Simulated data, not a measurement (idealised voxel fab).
Process module name: voxel capacitor over wiring
cross-section cut | 195 nm wide | cells 5 nm
Cross-section format: a grid of square cells, given as bands from top to bottom; each band is one or more rows of cells. Read a band's entry like this: the first values are the height of its top and the height of its bottom in nm, and what follows is the sequence of materials from left to right, each with its width in nm. Note that "air" is empty space, and that a single material marked "full width" reaches across the band from edge to edge. Heights are reckoned from 0. Under this level, the received wafer is all of one material. The bottommost band is open-ended downward, for example "0..down". Graded width ("30..40"): value in top row of band = first number; value in bottom row = second number; row-to-row change constant. Reading "nothing altered" for a step: not a cell of the cross-section changed in it. What "Voids, fully enclosed" gives you is every empty space of 8 cells or more that is cut off from the top. Each appears as width x height at distance, with the distance taken from the left edge and width, height and distance all in nm. Text after the settings on a step's line: the simulator's own remark on that step. When a step includes a mask, the "overlay nm" setting on its line states how far to the right of its planned place that mask lay, and negative values state how far to the left.

**plan**
1) RECEIVE, material Si
2) CONFORMAL_DEP, material SiO2, thk nm 10
3) CONFORMAL_DEP, material SiCN, thk nm 5
4) DIRECTIONAL_DEP, material SiO2, thk nm 20
5) PATTERN, tone open, mask id METAL_1, material resist, width nm 30, pitch nm 100, thk nm 15, overlay nm 0
6) DIRECTIONAL_ETCH, etch materials SiO2, depth nm 20
7) DIRECTIONAL_ETCH, etch materials SiCN, depth nm 5
8) STRIP, etch materials resist
9) CONFORMAL_DEP, material TiN, thk nm 5
10) FILL_DEP, material W, thk nm 5
11) CMP, height nm 35
12) EPI, material Ru, thk nm 5
13) FILL_DEP, material SiCN, thk nm 5
14) DIRECTIONAL_DEP, material lowk, thk nm 15
15) PATTERN, tone open, mask id PLUG_1, material resist, width nm 15, thk nm 15, overlay nm 0
16) DIRECTIONAL_ETCH, etch materials lowk, depth nm 15
17) DIRECTIONAL_ETCH, etch materials SiCN, depth nm 5
18) STRIP, etch materials resist
19) EPI, material Ru, thk nm 10
20) EPI, material Ru, thk nm 10
21) DIRECTIONAL_DEP, material TiN, thk nm 5
22) DIRECTIONAL_DEP, material Al2O3, thk nm 5
23) DIRECTIONAL_DEP, material TiN, thk nm 10
24) PATTERN, tone cover, mask id UPPER_PLATE, material resist, width nm 75, thk nm 20, overlay nm 0
25) DIRECTIONAL_ETCH, etch materials TiN, depth nm 10
26) DIRECTIONAL_ETCH, etch materials Al2O3, depth nm 5
27) STRIP, etch materials resist
28) PATTERN, tone cover, mask id LOWER_PLATE, material resist, width nm 85, thk nm 15, overlay nm 0
29) DIRECTIONAL_ETCH, etch materials TiN, depth nm 5
30) STRIP, etch materials resist
31) FILL_DEP, material SiO2, thk nm 20
32) CMP, height nm 95
33) DIRECTIONAL_DEP, material aC, thk nm 15
34) PATTERN, tone open, mask id PLUG_2, material resist, width nm 15, thk nm 30, overlay nm 0
35) DIRECTIONAL_ETCH, etch materials aC, depth nm 15
36) STRIP, etch materials resist
37) DIRECTIONAL_ETCH, etch materials SiO2, depth nm 15
38) STRIP, etch materials aC
39) CONFORMAL_DEP, material TiN, thk nm 5
40) FILL_DEP, material Cu, thk nm 10
41) CMP, height nm 95
42) CONFORMAL_DEP, material SiCN, thk nm 5

**First wafer of two (run as planned)**

**Delivered wafer in cross-section: state after step 1**
    0..down: Si full width
    Voids, fully enclosed: none

**You're looking at a cross-section of the wafer after step 2**
    10..0: SiO2 full width
    Heights below 0 show no change.

**You're looking at a cross-section of the wafer after step 3**
    15..10: SiCN full width
    Heights below 10 show no change.

**You're looking at a cross-section of the wafer after step 4**
    35..15: SiO2 full width
    Heights below 15 show no change.

**You're looking at a cross-section of the wafer after step 5**
    50..35: resist (30) / air (30) / resist (70) / air (30) / resist (35)
    Heights below 35 show no change.

**You're looking at a cross-section of the wafer after step 6**
    50..35: resist (30) / air (30) / resist (70) / air (30) / resist (35)
    35..15: SiO2 (30) / air (30) / SiO2 (70) / air (30) / SiO2 (35)
    Heights below 15 show no change.

**You're looking at a cross-section of the wafer after step 7**
    50..35: resist (30) / air (30) / resist (70) / air (30) / resist (35)
    35..15: SiO2 (30) / air (30) / SiO2 (70) / air (30) / SiO2 (35)
    15..10: SiCN (30) / air (30) / SiCN (70) / air (30) / SiCN (35)
    Heights below 10 show no change.

**You're looking at a cross-section of the wafer after step 8**
    35..15: SiO2 (30) / air (30) / SiO2 (70) / air (30) / SiO2 (35)
    Heights below 15 show no change.

**You're looking at a cross-section of the wafer after step 9**
    40..35: TiN (35) / air (20) / TiN (80) / air (20) / TiN (40)
    35..15: SiO2 (30) / TiN (5) / air (20) / TiN (5) / SiO2 (70) / TiN (5) / air (20) / TiN (5) / SiO2 (35)
    15..10: SiCN (30) / TiN (30) / SiCN (70) / TiN (30) / SiCN (35)
    Heights below 10 show no change.

**You're looking at a cross-section of the wafer after step 10**
    45..40: W full width
    40..35: TiN (35) / W (20) / TiN (80) / W (20) / TiN (40)
    35..15: SiO2 (30) / TiN (5) / W (20) / TiN (5) / SiO2 (70) / TiN (5) / W (20) / TiN (5) / SiO2 (35)
    Heights below 15 show no change.

**You're looking at a cross-section of the wafer after step 11**
    35..15: SiO2 (30) / TiN (5) / W (20) / TiN (5) / SiO2 (70) / TiN (5) / W (20) / TiN (5) / SiO2 (35)
    Heights below 15 show no change.

**You're looking at a cross-section of the wafer after step 12**
    40..35: air (25) / Ru (40) / air (60) / Ru (40) / air (30)
    Heights below 35 show no change.

**You're looking at a cross-section of the wafer after step 13**
    45..40: SiCN full width
    40..35: SiCN (25) / Ru (40) / SiCN (60) / Ru (40) / SiCN (30)
    Heights below 35 show no change.

**You're looking at a cross-section of the wafer after step 14**
    60..45: lowk full width
    Heights below 45 show no change.

**You're looking at a cross-section of the wafer after step 15**
    75..60: resist (45) / air (15) / resist (135)
    Heights below 60 show no change.

**You're looking at a cross-section of the wafer after step 16**
    75..60: resist (45) / air (15) / resist (135)
    60..45: lowk (45) / air (15) / lowk (135)
    Heights below 45 show no change.

**You're looking at a cross-section of the wafer after step 17**
    75..60: resist (45) / air (15) / resist (135)
    60..45: lowk (45) / air (15) / lowk (135)
    45..40: SiCN (45) / air (15) / SiCN (135)
    Heights below 40 show no change.

**You're looking at a cross-section of the wafer after step 18**
    60..45: lowk (45) / air (15) / lowk (135)
    Heights below 45 show no change.

**You're looking at a cross-section of the wafer after step 19**
    60..50: lowk (45) / air (15) / lowk (135)
    50..45: lowk (45) / Ru (15) / lowk (135)
    45..40: SiCN (45) / Ru (15) / SiCN (135)
    Heights below 40 show no change.

**You're looking at a cross-section of the wafer after step 20**
    60..45: lowk (45) / Ru (15) / lowk (135)
    Heights below 45 show no change.

**You're looking at a cross-section of the wafer after step 21**
    65..60: TiN full width
    Heights below 60 show no change.

**You're looking at a cross-section of the wafer after step 22**
    70..65: Al2O3 full width
    Heights below 65 show no change.

**You're looking at a cross-section of the wafer after step 23**
    80..70: TiN full width
    Heights below 70 show no change.

**You're looking at a cross-section of the wafer after step 24**
    100..80: air (45) / resist (75) / air (75)
    Heights below 80 show no change.

**You're looking at a cross-section of the wafer after step 25**
    100..80: air (45) / resist (75) / air (75)
    80..70: air (45) / TiN (75) / air (75)
    Heights below 70 show no change.

**You're looking at a cross-section of the wafer after step 26**
    100..80: air (45) / resist (75) / air (75)
    80..70: air (45) / TiN (75) / air (75)
    70..65: air (45) / Al2O3 (75) / air (75)
    Heights below 65 show no change.

**You're looking at a cross-section of the wafer after step 27**
    80..70: air (45) / TiN (75) / air (75)
    Heights below 70 show no change.

**You're looking at a cross-section of the wafer after step 28**
    95..80: air (40) / resist (85) / air (70)
    80..70: air (40) / resist (5) / TiN (75) / resist (5) / air (70)
    70..65: air (40) / resist (5) / Al2O3 (75) / resist (5) / air (70)
    Heights below 65 show no change.

**You're looking at a cross-section of the wafer after step 29**
    95..80: air (40) / resist (85) / air (70)
    80..70: air (40) / resist (5) / TiN (75) / resist (5) / air (70)
    70..65: air (40) / resist (5) / Al2O3 (75) / resist (5) / air (70)
    65..60: air (40) / TiN (85) / air (70)
    Heights below 60 show no change.

**You're looking at a cross-section of the wafer after step 30**
    80..70: air (45) / TiN (75) / air (75)
    70..65: air (45) / Al2O3 (75) / air (75)
    Heights below 65 show no change.

**You're looking at a cross-section of the wafer after step 31**
    100..80: SiO2 full width
    80..70: SiO2 (45) / TiN (75) / SiO2 (75)
    70..65: SiO2 (45) / Al2O3 (75) / SiO2 (75)
    65..60: SiO2 (40) / TiN (85) / SiO2 (70)
    Heights below 60 show no change.

**You're looking at a cross-section of the wafer after step 32**
    95..80: SiO2 full width
    Heights below 80 show no change.

**You're looking at a cross-section of the wafer after step 33**
    110..95: aC full width
    Heights below 95 show no change.

**You're looking at a cross-section of the wafer after step 34**
    140..110: resist (55) / air (15) / resist (125)
    Heights below 110 show no change.

**You're looking at a cross-section of the wafer after step 35**
    125..110: resist (55) / air (15) / resist (125)
    110..95: aC (55) / air (15) / aC (125)
    Heights below 95 show no change.

**You're looking at a cross-section of the wafer after step 36**
    110..95: aC (55) / air (15) / aC (125)
    Heights below 95 show no change.

**You're looking at a cross-section of the wafer after step 37**
    110..95: aC (55) / air (15) / aC (125)
    95..80: SiO2 (55) / air (15) / SiO2 (125)
    Heights below 80 show no change.

**You're looking at a cross-section of the wafer after step 38**
    95..80: SiO2 (55) / air (15) / SiO2 (125)
    Heights below 80 show no change.

**You're looking at a cross-section of the wafer after step 39**
    100..95: TiN (60) / air (5) / TiN (130)
    95..85: SiO2 (55) / TiN (5) / air (5) / TiN (5) / SiO2 (125)
    85..80: SiO2 (55) / TiN (15) / SiO2 (125)
    Heights below 80 show no change.

**You're looking at a cross-section of the wafer after step 40**
    110..100: Cu full width
    100..95: TiN (60) / Cu (5) / TiN (130)
    95..85: SiO2 (55) / TiN (5) / Cu (5) / TiN (5) / SiO2 (125)
    Heights below 85 show no change.

**You're looking at a cross-section of the wafer after step 41**
    95..85: SiO2 (55) / TiN (5) / Cu (5) / TiN (5) / SiO2 (125)
    Heights below 85 show no change.

**You're looking at a cross-section of the wafer after step 42**
    100..95: SiCN full width
    Heights below 95 show no change.

**Wafer two. Identical start, identical plan. One mistake in execution. Identical history through step 33**

**Cross-section of the second wafer corresponding to the planned conclusion of step 34**
    140..110: air (55) / resist (15) / air (125)
    Heights below 110 show no change.

**Cross-section of the second wafer corresponding to the planned conclusion of step 35**
    125..110: air (55) / resist (15) / air (125)
    110..95: air (55) / aC (15) / air (125)
    Heights below 95 show no change.

**Cross-section of the second wafer corresponding to the planned conclusion of step 36**
    110..95: air (55) / aC (15) / air (125)
    Heights below 95 show no change.

**Cross-section of the second wafer corresponding to the planned conclusion of step 37**
    110..95: air (55) / aC (15) / air (125)
    95..80: air (55) / SiO2 (15) / air (125)
    Heights below 80 show no change.

**Cross-section of the second wafer corresponding to the planned conclusion of step 38**
    95..80: air (55) / SiO2 (15) / air (125)
    Heights below 80 show no change.

**Cross-section of the second wafer corresponding to the planned conclusion of step 39**
    100..95: air (50) / TiN (25) / air (120)
    95..85: air (50) / TiN (5) / SiO2 (15) / TiN (5) / air (120)
    85..80: TiN (55) / SiO2 (15) / TiN (125)
    Heights below 80 show no change.

**Cross-section of the second wafer corresponding to the planned conclusion of step 40**
    110..100: Cu full width
    100..95: Cu (50) / TiN (25) / Cu (120)
    95..85: Cu (50) / TiN (5) / SiO2 (15) / TiN (5) / Cu (120)
    Heights below 85 show no change.

**Cross-section of the second wafer corresponding to the planned conclusion of step 41**
    95..85: Cu (50) / TiN (5) / SiO2 (15) / TiN (5) / Cu (120)
    Heights below 85 show no change.

**Cross-section of the second wafer corresponding to the planned conclusion of step 42**
    100..95: SiCN full width
    Heights below 95 show no change.
Diagnosis: step 34 was not run as planned; what actually ran was PATTERN, tone cover, mask id PLUG_2, material resist, width nm 15, thk nm 30, overlay nm 0
It is noted that, at the conclusion of processing, the second wafer exhibits a higher or lower cell count for certain materials relative to the first: +66 Cu, -99 SiO2, +33 TiN
